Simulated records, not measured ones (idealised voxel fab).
Process module name: voxel capacitor over wiring
We display cut, a cross-section 175 nm in width whose square cells are each 5 nm.
Each cross-section below is a grid of square cells, stated as bands in top-down order, with one or more rows of cells making up each band. Band: top height; bottom height; in nm. Then, left to right: material with width in nm, for each material. "everywhere": a single material spanning edge to edge. "blank": empty space. Beneath 0, the wafer as received is one material, and that level is where height counting begins. The lowest band goes on downward without a bottom; it is written like "0..down". You'd read "30..40" like this: the band's top row of cells is as wide as the first number, its bottom row is as wide as the second, and going down, every row changes width by the same amount as the row before did. A step reported as "remained the same" is a step in which no cell of the cross-section changed. Closed empty spaces (no open way to the top) of 8 cells or more are what "Enclosed void entries" lists, each as width x height at distance from the left edge, nm for all three. Read whatever lies past the settings on a step's line as the simulator's own remark about the step. What "overlay nm" on a step's line means: if the step has a mask, that mask lay this far to the right of its planned place, or, when the value is negative, to the left.
# This section lists the process steps that were planned
1. RECEIVE, material Si
2. CONFORMAL_DEP, material SiO2, thk nm 10
3. CONFORMAL_DEP, material SiN, thk nm 5
4. DIRECTIONAL_DEP, material lowk, thk nm 25
5. MASKED_ETCH, tone open, mask id METAL_1, width nm 20, pitch nm 75, etch materials lowk, depth nm 25, overlay nm 0
6. MASKED_ETCH, tone open, mask id METAL_1, width nm 20, pitch nm 75, etch materials SiN, depth nm 5, overlay nm 0
7. CONFORMAL_DEP, material TiN, thk nm 5
8. FILL_DEP, material Cu, thk nm 10
9. CMP, height nm 40
10. EPI, material Ru, thk nm 5
11. FILL_DEP, material SiCN, thk nm 5
12. DIRECTIONAL_DEP, material lowk, thk nm 20
13. PATTERN, tone open, mask id PLUG_1, material resist, width nm 15, thk nm 15, overlay nm 0
14. DIRECTIONAL_ETCH, etch materials lowk, depth nm 20
15. DIRECTIONAL_ETCH, etch materials SiCN, depth nm 5
16. STRIP, etch materials resist
17. CONFORMAL_DEP, material TiN, thk nm 5
18. FILL_DEP, material Cu, thk nm 10
19. CMP, height nm 70
20. DIRECTIONAL_DEP, material TiN, thk nm 10
21. DIRECTIONAL_DEP, material SiN, thk nm 5
22. DIRECTIONAL_DEP, material TiN, thk nm 10
23. DIRECTIONAL_DEP, material aC, thk nm 15
24. PATTERN, tone cover, mask id UPPER_PLATE, material resist, width nm 60, thk nm 35, overlay nm 0
25. DIRECTIONAL_ETCH, etch materials aC, depth nm 15
26. STRIP, etch materials resist
27. DIRECTIONAL_ETCH, etch materials TiN, depth nm 5
28. DIRECTIONAL_ETCH, etch materials SiN, depth nm 5
29. STRIP, etch materials aC
30. DIRECTIONAL_DEP, material aC, thk nm 15
31. PATTERN, tone cover, mask id LOWER_PLATE, material resist, width nm 70, thk nm 30, overlay nm 0
32. DIRECTIONAL_ETCH, etch materials aC, depth nm 15
33. STRIP, etch materials resist
34. DIRECTIONAL_ETCH, etch materials TiN, depth nm 10
35. STRIP, etch materials aC
36. FILL_DEP, material SiO2, thk nm 15
37. CMP, height nm 105
38. MASKED_ETCH, tone open, mask id PLUG_2, width nm 15, etch materials SiO2, depth nm 10, overlay nm 0
39. CONFORMAL_DEP, material TiN, thk nm 5
40. FILL_DEP, material Ru, thk nm 5
41. CMP, height nm 105
42. CONFORMAL_DEP, material SiCN, thk nm 5
Be aware that, although all wafers share a common starting state, the depth nm at step 27 differs among them, and the plan displays the first wafer's value.
# The first of several wafers in cross-section, exactly as it reached us after step 1
    0..down = Si everywhere
    Enclosed void entries: none
# Tabulated below, wafer by wafer, are the end-of-module results: for each material, the number of cells gained (+) or lost (-) relative to the as-received state, followed by the closed voids
depth nm 5; +24 Cu; +13 Ru; +90 SiCN; +62 SiN; +178 SiO2; +140 TiN; +263 lowk; Enclosed void entries: none
depth nm 10; +24 Cu; +13 Ru; +90 SiCN; +39 SiN; +245 SiO2; +96 TiN; +263 lowk; Enclosed void entries: none
depth nm 15; +24 Cu; +13 Ru; +90 SiCN; +39 SiN; +245 SiO2; +96 TiN; +263 lowk; Enclosed void entries: none
depth nm 20; +24 Cu; +13 Ru; +90 SiCN; +39 SiN; +245 SiO2; +96 TiN; +263 lowk; Enclosed void entries: none
depth nm 25; +24 Cu; +13 Ru; +90 SiCN; +39 SiN; +245 SiO2; +96 TiN; +263 lowk; Enclosed void entries: none
